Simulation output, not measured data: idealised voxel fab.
A process module follows: voxel wiring stack.
Shown is cross-section cut, with a width of 265 nm and square cells of size 5 nm.
We lay out every cross-section as a grid of square cells and spell it out in bands from the top down, where one band means one or more rows of cells.
First you get the band's top height and its bottom height, in nm, and then the materials it's made of, left to right, with each width in nm. If you see a single material with "everywhere", that one covers the band edge to edge. "air" is empty space.
Below 0: as-received wafer, all one material; heights counted from there. Lowest band: no bottom, goes on down, written "0 down".
Read "30..40" as a graded width: first number on top, second number at the bottom, same change between each pair of neighbouring rows.
Key: "all unchanged" - step with no changed cell in the cross-section.
In the "Fully sealed cavities" entry, you get each enclosed empty space of 8 cells or more, one with no open way to the top, written width x height at distance, distance from the left edge, in nm.
On a step's line, text after the settings is the simulator commenting on that step.
overlay nm: where the mask lay relative to plan, measured to the right, on steps with a mask; negatives go left.
THESE ARE THE STEPS WE PLANNED FOR THE PROCESS
1: RECEIVE: material Si
2: CONFORMAL_DEP: material SiO2, thk nm 15
3: CONFORMAL_DEP: material SiN, thk nm 5
4: DIRECTIONAL_DEP: material lowk, thk nm 25
5: DIRECTIONAL_DEP: material aC, thk nm 10
6: PATTERN: tone open, mask id METAL_1, material resist, width nm 25, pitch nm 45, thk nm 25, overlay nm 0
7: DIRECTIONAL_ETCH: etch materials aC, depth nm 10
8: STRIP: etch materials resist
9: DIRECTIONAL_ETCH: etch materials lowk, depth nm 25
10: DIRECTIONAL_ETCH: etch materials SiN, depth nm 5
11: STRIP: etch materials aC
12: CONFORMAL_DEP: material TiN, thk nm 5
13: FILL_DEP: material Cu, thk nm 10
14: CMP: height nm 45
15: CONFORMAL_DEP: material SiCN, thk nm 5
16: DIRECTIONAL_DEP: material SiO2, thk nm 10
17: DIRECTIONAL_DEP: material aC, thk nm 10
18: PATTERN: tone open, mask id PLUG_1, material resist, width nm 15, thk nm 25, overlay nm 0
19: DIRECTIONAL_ETCH: etch materials aC, depth nm 10
20: STRIP: etch materials resist
21: DIRECTIONAL_ETCH: etch materials SiO2, depth nm 10
22: DIRECTIONAL_ETCH: etch materials SiCN, depth nm 5
23: STRIP: etch materials aC
24: CONFORMAL_DEP: material TiN, thk nm 5
25: FILL_DEP: material Ru, thk nm 10
26: CMP: height nm 60
27: CONFORMAL_DEP: material SiN, thk nm 5
28: DIRECTIONAL_DEP: material SiO2, thk nm 15
29: MASKED_ETCH: tone open, mask id METAL_2, width nm 25, pitch nm 45, etch materials SiO2, depth nm 15, overlay nm 0
30: MASKED_ETCH: tone open, mask id METAL_2, width nm 25, pitch nm 45, etch materials SiN, depth nm 5, overlay nm 0
31: CONFORMAL_DEP: material TiN, thk nm 5
32: FILL_DEP: material W, thk nm 10
33: CMP: height nm 80
34: CONFORMAL_DEP: material SiCN, thk nm 5
35: DIRECTIONAL_DEP: material lowk, thk nm 20
36: MASKED_ETCH: tone open, mask id PLUG_2, width nm 15, pitch nm 45, etch materials lowk, depth nm 20, overlay nm 0
37: MASKED_ETCH: tone open, mask id PLUG_2, width nm 15, pitch nm 45, etch materials SiCN, depth nm 5, overlay nm 0
38: CONFORMAL_DEP: material TiN, thk nm 5
39: FILL_DEP: material W, thk nm 10
40: CMP: height nm 105
41: CONFORMAL_DEP: material SiN, thk nm 5
42: DIRECTIONAL_DEP: material SiO2, thk nm 20
43: DIRECTIONAL_DEP: material aC, thk nm 15
44: PATTERN: tone open, mask id METAL_3, material resist, width nm 25, pitch nm 45, thk nm 30, overlay nm 0
45: DIRECTIONAL_ETCH: etch materials aC, depth nm 15
46: STRIP: etch materials resist
47: DIRECTIONAL_ETCH: etch materials SiO2, depth nm 20
48: DIRECTIONAL_ETCH: etch materials SiN, depth nm 5
49: STRIP: etch materials aC
50: CONFORMAL_DEP: material TiN, thk nm 5
51: FILL_DEP: material W, thk nm 10
52: CMP: height nm 130
53: EPI: material Ru, thk nm 5
54: FILL_DEP: material SiCN, thk nm 5
AS RECEIVED (POST STEP 1): CROSS-SECTION
0 down = Si everywhere
Fully sealed cavities: none
END-OF-MODULE XS, FIRST OF TWO WAFERS, RUN AS PLANNED
140 to 135 = SiCN everywhere
135 to 130 = 90 nm SiCN | 35 nm Ru | 10 nm SiCN | 35 nm Ru | 95 nm SiCN
130 to 110 = 95 nm SiO2 | 5 nm TiN | 15 nm W | 5 nm TiN | 20 nm SiO2 | 5 nm TiN | 15 nm W | 5 nm TiN | 100 nm SiO2
110 to 105 = 95 nm SiN | 25 nm TiN | 20 nm SiN | 25 nm TiN | 100 nm SiN
105 to 85 = 95 nm lowk | 5 nm TiN | 5 nm W | 5 nm TiN | 30 nm lowk | 5 nm TiN | 5 nm W | 5 nm TiN | 110 nm lowk
85 to 80 = 95 nm SiCN | 15 nm TiN | 30 nm SiCN | 15 nm TiN | 110 nm SiCN
80 to 65 = 95 nm SiO2 | 5 nm TiN | 15 nm W | 5 nm TiN | 20 nm SiO2 | 5 nm TiN | 15 nm W | 5 nm TiN | 100 nm SiO2
65 to 60 = 95 nm SiN | 25 nm TiN | 20 nm SiN | 25 nm TiN | 100 nm SiN
60 to 50 = 95 nm SiO2 | 5 nm TiN | 5 nm Ru | 5 nm TiN | 155 nm SiO2
50 to 45 = 95 nm SiCN | 15 nm TiN | 155 nm SiCN
45 to 20 = 95 nm lowk | 5 nm TiN | 15 nm Cu | 5 nm TiN | 20 nm lowk | 5 nm TiN | 15 nm Cu | 5 nm TiN | 100 nm lowk
20 to 15 = 95 nm SiN | 25 nm TiN | 20 nm SiN | 25 nm TiN | 100 nm SiN
15 to 0 = SiO2 everywhere
0 down = Si everywhere
Fully sealed cavities: none
SECOND WAFER THROUGH THE MODULE, SECTIONED AT THE END: SAME BEGINNING AND SAME PLAN AS THE FIRST WAFER, WITH ONE MISTAKE IN CARRYING IT OUT
140 to 135 = SiCN everywhere
135 to 130 = 90 nm SiCN | 35 nm Ru | 10 nm SiCN | 35 nm Ru | 95 nm SiCN
130 to 110 = 95 nm SiO2 | 5 nm TiN | 15 nm W | 5 nm TiN | 20 nm SiO2 | 5 nm TiN | 15 nm W | 5 nm TiN | 100 nm SiO2
110 to 105 = 95 nm SiN | 25 nm TiN | 20 nm SiN | 25 nm TiN | 100 nm SiN
105 to 85 = 95 nm lowk | 5 nm TiN | 5 nm W | 5 nm TiN | 30 nm lowk | 5 nm TiN | 5 nm W | 5 nm TiN | 110 nm lowk
85 to 80 = 95 nm SiCN | 15 nm TiN | 30 nm SiCN | 15 nm TiN | 110 nm SiCN
80 to 65 = 95 nm SiO2 | 5 nm TiN | 15 nm W | 5 nm TiN | 20 nm SiO2 | 5 nm TiN | 15 nm W | 5 nm TiN | 100 nm SiO2
65 to 60 = 95 nm SiN | 25 nm TiN | 20 nm SiN | 25 nm TiN | 100 nm SiN
60 to 50 = 95 nm SiO2 | 5 nm TiN | 5 nm Ru | 5 nm TiN | 155 nm SiO2
50 to 45 = 95 nm SiCN | 15 nm TiN | 155 nm SiCN
45 to 35 = 95 nm lowk | 5 nm TiN | 15 nm Cu | 5 nm TiN | 20 nm lowk | 5 nm TiN | 15 nm Cu | 5 nm TiN | 100 nm lowk
35 to 30 = 95 nm SiN | 25 nm TiN | 20 nm SiN | 25 nm TiN | 100 nm SiN
30 to 0 = SiO2 everywhere
0 down = Si everywhere
Fully sealed cavities: none
What broke from the plan during processing? regarding the plan, step 2 was run twice
The closing comparison, in cells, has the second wafer with more or fewer of some materials than the first: Cu: 18 fewer | SiO2: 159 more | TiN: 12 fewer | lowk: 129 fewer
